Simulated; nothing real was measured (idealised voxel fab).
A process module follows: voxel fin reveal.
Each square cell in cross-section cut measures 5 nm, and the section as a whole is 250 nm wide.
Throughout this document, each cross-section is represented as a grid of square cells and is presented as a sequence of bands enumerated from the top downward, where a band comprises one or more rows of cells. Read a band's entry like this: the first values are the height of its top and the height of its bottom in nm, and what follows is the sequence of materials from left to right, each with its width in nm. Note that "air" is empty space, and that a single material marked "edge to edge" reaches across the band from edge to edge. For the purposes of this specification, 0 denotes the height below which the wafer in its as-received condition is composed wholly of one material, and the lowermost band, lacking a lower limit, extends downward without end, as expressed in "0 -> down". The width entry "30 to 40" should be interpreted row by row: the top row of cells in the band takes the first number, the bottom row takes the second number, and the change between adjacent rows is uniform throughout. Given "nothing changed" for a step, no cell of the cross-section differs between before and after that step. For the entry "Non-vented voids", the listed items are empty spaces with no open way to the top whose size is 8 cells or more; each item follows the pattern width x height at distance, where distance is from the left edge and all three are in nm. Text after the settings on a step's line: the simulator's own remark on that step. On any step carrying a mask, the "overlay nm" setting, if present on the step's line, tells how far right of its planned place the mask lay; negative values point to the left.

PROCESS STEPS - PLAN
1,RECEIVE, material Si
2,CONFORMAL_DEP, material SiN, thk nm 5
3,PATTERN, tone cover, mask id FINS, material resist, width nm 15, pitch nm 45, thk nm 20, overlay nm 0
4,DIRECTIONAL_ETCH, etch materials SiN, depth nm 5
5,DIRECTIONAL_ETCH, etch materials Si, depth nm 35
6,STRIP, etch materials resist
7,FILL_DEP, material SiO2, thk nm 5
8,CMP, height nm 5
9,SELECTIVE_ETCH, etch materials SiO2, depth nm 15
10,STRIP, etch materials SiN
11,CONFORMAL_DEP, material HfO2, thk nm 5

AS-RECEIVED WAFER CROSS-SECTION (AFTER STEP 1)
	0 -> down | Si edge to edge
	Non-vented voids: none

FIRST WAFER AT THE END, AS PLANNED
	5 -> 0 | 45 nm air | 25 nm HfO2 | 20 nm air | 25 nm HfO2 | 20 nm air | 25 nm HfO2 | 20 nm air | 25 nm HfO2 | 45 nm air
	0 -> -5 | 45 nm air | 5 nm HfO2 | 15 nm Si | 5 nm HfO2 | 20 nm air | 5 nm HfO2 | 15 nm Si | 5 nm HfO2 | 20 nm air | 5 nm HfO2 | 15 nm Si | 5 nm HfO2 | 20 nm air | 5 nm HfO2 | 15 nm Si | 5 nm HfO2 | 45 nm air
	-5 -> -10 | 50 nm HfO2 | 15 nm Si | 30 nm HfO2 | 15 nm Si | 30 nm HfO2 | 15 nm Si | 30 nm HfO2 | 15 nm Si | 50 nm HfO2
	-10 -> -35 | 50 nm SiO2 | 15 nm Si | 30 nm SiO2 | 15 nm Si | 30 nm SiO2 | 15 nm Si | 30 nm SiO2 | 15 nm Si | 50 nm SiO2
	-35 -> down | Si edge to edge
	Non-vented voids: none

SO THIS IS WAFER NUMBER TWO OF THE TWO, CUT AT THE END OF THE MODULE - IT STARTED WHERE THE FIRST DID AND HAD THE SAME PLAN, WE JUST GOT ONE THING WRONG RUNNING IT
	5 -> 0 | 55 nm HfO2 | 5 nm air | 40 nm HfO2 | 5 nm air | 40 nm HfO2 | 5 nm air | 40 nm HfO2 | 5 nm air | 55 nm HfO2
	0 -> -5 | 50 nm Si | 5 nm HfO2 | 5 nm air | 5 nm HfO2 | 30 nm Si | 5 nm HfO2 | 5 nm air | 5 nm HfO2 | 30 nm Si | 5 nm HfO2 | 5 nm air | 5 nm HfO2 | 30 nm Si | 5 nm HfO2 | 5 nm air | 5 nm HfO2 | 50 nm Si
	-5 -> -10 | 50 nm Si | 15 nm HfO2 | 30 nm Si | 15 nm HfO2 | 30 nm Si | 15 nm HfO2 | 30 nm Si | 15 nm HfO2 | 50 nm Si
	-10 -> -35 | 50 nm Si | 15 nm SiO2 | 30 nm Si | 15 nm SiO2 | 30 nm Si | 15 nm SiO2 | 30 nm Si | 15 nm SiO2 | 50 nm Si
	-35 -> down | Si edge to edge
	Non-vented voids: none
Error vs. plan: step 3 did not use the planned setting and instead ran as PATTERN, tone open, mask id FINS, material resist, width nm 15, pitch nm 45, thk nm 20, overlay nm 0
At the finish, the second wafer shows more or fewer cells for some materials than the first does: 182 more of Si, 130 fewer of SiO2
